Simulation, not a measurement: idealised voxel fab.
Module name: voxel tone inversion (process module)
cross-section cut | 155 nm wide | cells 5 nm
A cross-section is written here as square cells arranged in a grid, and it is given in bands from the top down, each band taking up one or more rows of cells.
What a band's entry tells you: where the top is and where the bottom is, as heights in nm, and after that what lies inside, material by material from left to right, each with its width in nm. Empty space is written as the word "empty", and a single material marked with the word "throughout" occupies the band from edge to edge.
Height 0 is the level under which the wafer as received is all one material. The lowest band goes on downwards, as in "from 0 down".
A two-number width, for instance "30 to 40", indicates that the width is equal to the first number in the top row of the band and to the second number in the bottom row, and that it changes by a constant amount per row of cells.
A step reported as "remained unchanged" is a step in which no cell of the cross-section changed.
So "Closed void register" is basically the list of trapped voids: any empty space of 8 cells or more that can't reach the top through an opening. They're written width x height at distance, the distance being from the left edge, and it's all nm.
Where a step's line continues beyond its settings, the continuation is a remark by the simulator itself on that step.
"overlay nm" on a masked step: distance the mask lay right of its planned place, negative for left.
THE PROCESS STEPS THAT WERE PLANNED ARE LISTED BELOW
step 1: RECEIVE (material Si)
step 2: CONFORMAL_DEP (material SiN; thk nm 5)
step 3: DIRECTIONAL_DEP (material polySi; thk nm 25)
step 4: PATTERN (tone cover; mask id POSTS; material resist; width nm 15; pitch nm 45; thk nm 30; overlay nm 0)
step 5: DIRECTIONAL_ETCH (etch materials polySi; depth nm 25)
step 6: STRIP (etch materials resist)
step 7: FILL_DEP (material SiO2; thk nm 10)
step 8: CMP (height nm 30)
step 9: STRIP (etch materials polySi)
step 10: CONFORMAL_DEP (material TiN; thk nm 5)
step 11: FILL_DEP (material W; thk nm 10)
step 12: CMP (height nm 30)
step 13: CONFORMAL_DEP (material SiN; thk nm 5)
SO, THE FIRST OF OUR TWO WAFERS, RUN JUST AS WE PLANNED IT
AS-RECEIVED STATE OF THE WAFER IN CROSS-SECTION, EQUIVALENT TO POST-STEP 1
- from 0 down = Si throughout
- Closed void register: none
CROSS-SECTIONAL REPRESENTATION OF THE WAFER AT THE CONCLUSION OF STEP 2
- from 5 to 0 = SiN throughout
- Under 0: no change, same as before.
CROSS-SECTIONAL REPRESENTATION OF THE WAFER AT THE CONCLUSION OF STEP 3
- from 30 to 5 = polySi throughout
- Under 5: no change, same as before.
CROSS-SECTIONAL REPRESENTATION OF THE WAFER AT THE CONCLUSION OF STEP 4
- from 60 to 30 = 45 of empty; 15 of resist; 30 of empty; 15 of resist; 50 of empty
- Under 30: no change, same as before.
CROSS-SECTIONAL REPRESENTATION OF THE WAFER AT THE CONCLUSION OF STEP 5
- from 60 to 30 = 45 of empty; 15 of resist; 30 of empty; 15 of resist; 50 of empty
- from 30 to 5 = 45 of empty; 15 of polySi; 30 of empty; 15 of polySi; 50 of empty
- Under 5: no change, same as before.
CROSS-SECTIONAL REPRESENTATION OF THE WAFER AT THE CONCLUSION OF STEP 6
- from 30 to 5 = 45 of empty; 15 of polySi; 30 of empty; 15 of polySi; 50 of empty
- Under 5: no change, same as before.
CROSS-SECTIONAL REPRESENTATION OF THE WAFER AT THE CONCLUSION OF STEP 7
- from 40 to 30 = SiO2 throughout
- from 30 to 5 = 45 of SiO2; 15 of polySi; 30 of SiO2; 15 of polySi; 50 of SiO2
- Under 5: no change, same as before.
CROSS-SECTIONAL REPRESENTATION OF THE WAFER AT THE CONCLUSION OF STEP 8
- from 30 to 5 = 45 of SiO2; 15 of polySi; 30 of SiO2; 15 of polySi; 50 of SiO2
- Under 5: no change, same as before.
CROSS-SECTIONAL REPRESENTATION OF THE WAFER AT THE CONCLUSION OF STEP 9
- from 30 to 5 = 45 of SiO2; 15 of empty; 30 of SiO2; 15 of empty; 50 of SiO2
- Under 5: no change, same as before.
CROSS-SECTIONAL REPRESENTATION OF THE WAFER AT THE CONCLUSION OF STEP 10
- from 35 to 30 = 50 of TiN; 5 of empty; 40 of TiN; 5 of empty; 55 of TiN
- from 30 to 10 = 45 of SiO2; 5 of TiN; 5 of empty; 5 of TiN; 30 of SiO2; 5 of TiN; 5 of empty; 5 of TiN; 50 of SiO2
- from 10 to 5 = 45 of SiO2; 15 of TiN; 30 of SiO2; 15 of TiN; 50 of SiO2
- Under 5: no change, same as before.
CROSS-SECTIONAL REPRESENTATION OF THE WAFER AT THE CONCLUSION OF STEP 11
- from 45 to 35 = W throughout
- from 35 to 30 = 50 of TiN; 5 of W; 40 of TiN; 5 of W; 55 of TiN
- from 30 to 10 = 45 of SiO2; 5 of TiN; 5 of W; 5 of TiN; 30 of SiO2; 5 of TiN; 5 of W; 5 of TiN; 50 of SiO2
- Under 10: no change, same as before.
CROSS-SECTIONAL REPRESENTATION OF THE WAFER AT THE CONCLUSION OF STEP 12
- from 30 to 10 = 45 of SiO2; 5 of TiN; 5 of W; 5 of TiN; 30 of SiO2; 5 of TiN; 5 of W; 5 of TiN; 50 of SiO2
- Under 10: no change, same as before.
CROSS-SECTIONAL REPRESENTATION OF THE WAFER AT THE CONCLUSION OF STEP 13
- from 35 to 30 = SiN throughout
- Under 30: no change, same as before.
WAFER TWO OF THE PAIR: SAME ORIGIN, SAME PLAN, ONE ERROR DURING THE RUN; IDENTICAL TO WAFER ONE UP TO AND INCLUDING STEP 7
SECOND WAFER: CROSS-SECTION AT THE SCHEDULED END OF STEP 8
- from 25 to 5 = 45 of SiO2; 15 of polySi; 30 of SiO2; 15 of polySi; 50 of SiO2
- Under 5: no change, same as before.
SECOND WAFER: CROSS-SECTION AT THE SCHEDULED END OF STEP 9
- from 25 to 5 = 45 of SiO2; 15 of empty; 30 of SiO2; 15 of empty; 50 of SiO2
- Under 5: no change, same as before.
SECOND WAFER: CROSS-SECTION AT THE SCHEDULED END OF STEP 10
- from 30 to 25 = 50 of TiN; 5 of empty; 40 of TiN; 5 of empty; 55 of TiN
- from 25 to 10 = 45 of SiO2; 5 of TiN; 5 of empty; 5 of TiN; 30 of SiO2; 5 of TiN; 5 of empty; 5 of TiN; 50 of SiO2
- from 10 to 5 = 45 of SiO2; 15 of TiN; 30 of SiO2; 15 of TiN; 50 of SiO2
- Under 5: no change, same as before.
SECOND WAFER: CROSS-SECTION AT THE SCHEDULED END OF STEP 11
- from 40 to 30 = W throughout
- from 30 to 25 = 50 of TiN; 5 of W; 40 of TiN; 5 of W; 55 of TiN
- from 25 to 10 = 45 of SiO2; 5 of TiN; 5 of W; 5 of TiN; 30 of SiO2; 5 of TiN; 5 of W; 5 of TiN; 50 of SiO2
- Under 10: no change, same as before.
SECOND WAFER: CROSS-SECTION AT THE SCHEDULED END OF STEP 12
- from 30 to 25 = 50 of TiN; 5 of W; 40 of TiN; 5 of W; 55 of TiN
- Under 25: no change, same as before.
SECOND WAFER: CROSS-SECTION AT THE SCHEDULED END OF STEP 13
- from 35 to 30 = SiN throughout
- Under 30: no change, same as before.
Short version of what went wrong: not per plan at step 8, really ran CMP (height nm 25)
at the end the second wafer has, in cells: SiO2: 25 fewer; TiN: 25 more
